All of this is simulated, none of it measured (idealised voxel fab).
The name of this process module is voxel gate over fins.
We display cut, a cross-section 145 nm in width whose square cells are each 5 nm.
If you're reading a cross-section in this doc, picture square cells in a grid; it comes to you as bands, top ones listed first down to the bottom, and a band can be one or more rows of cells.
It is stipulated that each band's entry specify, in nanometres, the height of the top of the band and then that of its bottom, followed by the materials of the band in left-to-right sequence, each together with its width in nanometres. A single material marked by the word "edge to edge" is understood to fill the band from edge to edge; the word "empty" is understood to denote empty space.
Beneath 0, the wafer as received is one material, and that level is where height counting begins. The lowest band goes on downward without a bottom; it is written like "z 0 and below".
Width spec "30 to 40" -> top row of cells at first value, bottom row at second value, equal per-row change in between.
"nothing got changed" means the step left every cell of the cross-section as it was.
"Listed closed voids" specifies each empty space that is not open to the top and that occupies no fewer than 8 cells, using the form width x height at distance, the distance measured from the left edge and all three quantities in nm.
Step line, after settings: the simulator's comment on this step.
The line of a step may include "overlay nm". On a step with a mask, this value is how far to the right of its planned place the mask lay. A negative value means the mask lay to the left.

# Planned step list for the process
1) op RECEIVE | material Si
2) op CONFORMAL_DEP | material SiN | thk nm 10
3) op DIRECTIONAL_DEP | material aC | thk nm 10
4) op PATTERN | tone cover | mask id FINS | material resist | width nm 15 | pitch nm 35 | thk nm 30 | overlay nm 0
5) op DIRECTIONAL_ETCH | etch materials aC | depth nm 10
6) op STRIP | etch materials resist
7) op DIRECTIONAL_ETCH | etch materials SiN | depth nm 10
8) op DIRECTIONAL_ETCH | etch materials Si | depth nm 40
9) op STRIP | etch materials aC
10) op OXIDIZE | depth nm 5
11) op FILL_DEP | material SiO2 | thk nm 5
12) op CMP | height nm 10
13) op SELECTIVE_ETCH | etch materials SiO2 | depth nm 25
14) op STRIP | etch materials SiN
15) op CONFORMAL_DEP | material HfO2 | thk nm 5
16) op CONFORMAL_DEP | material TiN | thk nm 5
17) op CONFORMAL_DEP | material TiAl | thk nm 5
18) op CONFORMAL_DEP | material TiN | thk nm 5
19) op FILL_DEP | material W | thk nm 15
20) op CMP | height nm 30
21) op CONFORMAL_DEP | material SiCN | thk nm 5

# Shown in cross-section is the wafer as received, that is, as it stands after step 1
> z 0 and below = Si edge to edge
> Listed closed voids: none

# One mistake in running the module, otherwise start and plan as above: cross-section at the end
> z 35 to 30 = SiCN edge to edge
> z 30 to 20 = W edge to edge
> z 20 to 15 = TiN edge to edge
> z 15 to 10 = TiAl edge to edge
> z 10 to 5 = TiN 50 | TiAl 5 | TiN 30 | TiAl 5 | TiN 55
> z 5 to 0 = HfO2 45 | TiN 5 | TiAl 5 | TiN 5 | HfO2 20 | TiN 5 | TiAl 5 | TiN 5 | HfO2 50
> z 0 to -5 = Si 40 | HfO2 5 | TiN 5 | TiAl 5 | TiN 5 | HfO2 5 | Si 10 | HfO2 5 | TiN 5 | TiAl 5 | TiN 5 | HfO2 5 | Si 45
> z -5 to -10 = Si 40 | HfO2 5 | TiN 15 | HfO2 5 | Si 10 | HfO2 5 | TiN 15 | HfO2 5 | Si 45
> z -10 to -15 = Si 40 | HfO2 25 | Si 10 | HfO2 25 | Si 45
> z -15 to -45 = Si 40 | SiO2 25 | Si 10 | SiO2 25 | Si 45
> z -45 and below = Si edge to edge
> Listed closed voids: none
So what did we get wrong on this run? not per plan at step 4, really ran op PATTERN | tone open | mask id FINS | material resist | width nm 15 | pitch nm 35 | thk nm 30 | overlay nm 0
